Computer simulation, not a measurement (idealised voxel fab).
A process module follows: voxel double patterning.
Cross-section cut spans 255 nm and uses square cells 5 nm in size.
If you're reading a cross-section in this doc, picture square cells in a grid; it comes to you as bands, top ones listed first down to the bottom, and a band can be one or more rows of cells.
Look at the band entry: it leads with the top's height and the bottom's height in nm. Then it lists the materials left to right, with a width in nm for each. The word "full width" on a single material says that material fills the band edge to edge. The word "empty" is empty space.
Measure heights from 0. That's the level where, below it, the as-received wafer is all one material. The lowest band is bottomless and extends downward; write it as in "from 0 down".
Per-row width for "30 to 40": begins at first number (top row of band), ends at second number (bottom row), increment between rows held constant.
No cell of the cross-section changed in a step that is given as "nothing got changed".
Sealed cavities: empty space of 8 cells or more with no open way to the top, each as width x height at its distance from the left edge, in nm
Text after the settings on a step's line: the simulator's own remark on that step.
The optional step-line setting "overlay nm" applies to steps with a mask and quantifies how far to the right of its planned location the mask lay, a negative value indicating leftward placement.
[Steps in the process plan]
- 1: op RECEIVE | material Si
- 2: op CONFORMAL_DEP | material SiO2 | thk nm 10
- 3: op DIRECTIONAL_DEP | material polySi | thk nm 15
- 4: op DIRECTIONAL_DEP | material SiCN | thk nm 5
- 5: op PATTERN | tone open | mask id FIRST | material resist | width nm 15 | pitch nm 50 | thk nm 15 | overlay nm 0
- 6: op DIRECTIONAL_ETCH | etch materials SiCN | depth nm 5
- 7: op STRIP | etch materials resist
- 8: op MASKED_ETCH | tone open | mask id SECOND | width nm 15 | etch materials SiCN | depth nm 5 | overlay nm 0
- 9: op DIRECTIONAL_ETCH | etch materials polySi | depth nm 15
- 10: op STRIP | etch materials SiCN
[Account of the first of two wafers, which was processed as intended]
[So this is the incoming wafer in cross-section - it's already been through step 1]
- from 0 down = Si full width
- Sealed cavities: none
[Upon completion of step 2, the wafer appears in cross-section as shown]
- from 10 to 0 = SiO2 full width
- No changes below 0.
[Upon completion of step 3, the wafer appears in cross-section as shown]
- from 25 to 10 = polySi full width
- No changes below 10.
[Upon completion of step 4, the wafer appears in cross-section as shown]
- from 30 to 25 = SiCN full width
- No changes below 25.
[Upon completion of step 5, the wafer appears in cross-section as shown]
- from 45 to 30 = 95 nm resist | 15 nm empty | 35 nm resist | 15 nm empty | 95 nm resist
- No changes below 30.
[Upon completion of step 6, the wafer appears in cross-section as shown]
- from 45 to 30 = 95 nm resist | 15 nm empty | 35 nm resist | 15 nm empty | 95 nm resist
- from 30 to 25 = 95 nm SiCN | 15 nm empty | 35 nm SiCN | 15 nm empty | 95 nm SiCN
- No changes below 25.
[Upon completion of step 7, the wafer appears in cross-section as shown]
- from 30 to 25 = 95 nm SiCN | 15 nm empty | 35 nm SiCN | 15 nm empty | 95 nm SiCN
- No changes below 25.
[Upon completion of step 8, the wafer appears in cross-section as shown]
- from 30 to 25 = 95 nm SiCN | 15 nm empty | 10 nm SiCN | 15 nm empty | 10 nm SiCN | 15 nm empty | 95 nm SiCN
- No changes below 25.
[Upon completion of step 9, the wafer appears in cross-section as shown]
- from 30 to 25 = 95 nm SiCN | 15 nm empty | 10 nm SiCN | 15 nm empty | 10 nm SiCN | 15 nm empty | 95 nm SiCN
- from 25 to 10 = 95 nm polySi | 15 nm empty | 10 nm polySi | 15 nm empty | 10 nm polySi | 15 nm empty | 95 nm polySi
- No changes below 10.
[Upon completion of step 10, the wafer appears in cross-section as shown]
- from 25 to 10 = 95 nm polySi | 15 nm empty | 10 nm polySi | 15 nm empty | 10 nm polySi | 15 nm empty | 95 nm polySi
- No changes below 10.
[Wafer two. Identical start, identical plan. One mistake in execution. Identical history through step 1]
[Here is the second wafer in cross-section at the point where step 2 of the plan should have been done]
- from 15 to 0 = polySi full width
- No changes below 0.
[Here is the second wafer in cross-section at the point where step 3 of the plan should have been done]
- from 25 to 15 = SiO2 full width
- No changes below 15.
[Here is the second wafer in cross-section at the point where step 4 of the plan should have been done]
- from 30 to 25 = SiCN full width
- No changes below 25.
[Here is the second wafer in cross-section at the point where step 5 of the plan should have been done]
- from 45 to 30 = 95 nm resist | 15 nm empty | 35 nm resist | 15 nm empty | 95 nm resist
- No changes below 30.
[Here is the second wafer in cross-section at the point where step 6 of the plan should have been done]
- from 45 to 30 = 95 nm resist | 15 nm empty | 35 nm resist | 15 nm empty | 95 nm resist
- from 30 to 25 = 95 nm SiCN | 15 nm empty | 35 nm SiCN | 15 nm empty | 95 nm SiCN
- No changes below 25.
[Here is the second wafer in cross-section at the point where step 7 of the plan should have been done]
- from 30 to 25 = 95 nm SiCN | 15 nm empty | 35 nm SiCN | 15 nm empty | 95 nm SiCN
- No changes below 25.
[Here is the second wafer in cross-section at the point where step 8 of the plan should have been done]
- from 30 to 25 = 95 nm SiCN | 15 nm empty | 10 nm SiCN | 15 nm empty | 10 nm SiCN | 15 nm empty | 95 nm SiCN
- No changes below 25.
Here is the second wafer in cross-section at the point where step 9 of the plan should have been done: nothing got changed
[Here is the second wafer in cross-section at the point where step 10 of the plan should have been done]
- from 25 to 15 = SiO2 full width
- No changes below 15.
Diagnosis: it was found that steps 2 and 3 of the process plan had been performed in exchanged positions
Once processing is complete, comparing cell counts shows that the second wafer has more or fewer of certain materials than the first: polySi +27
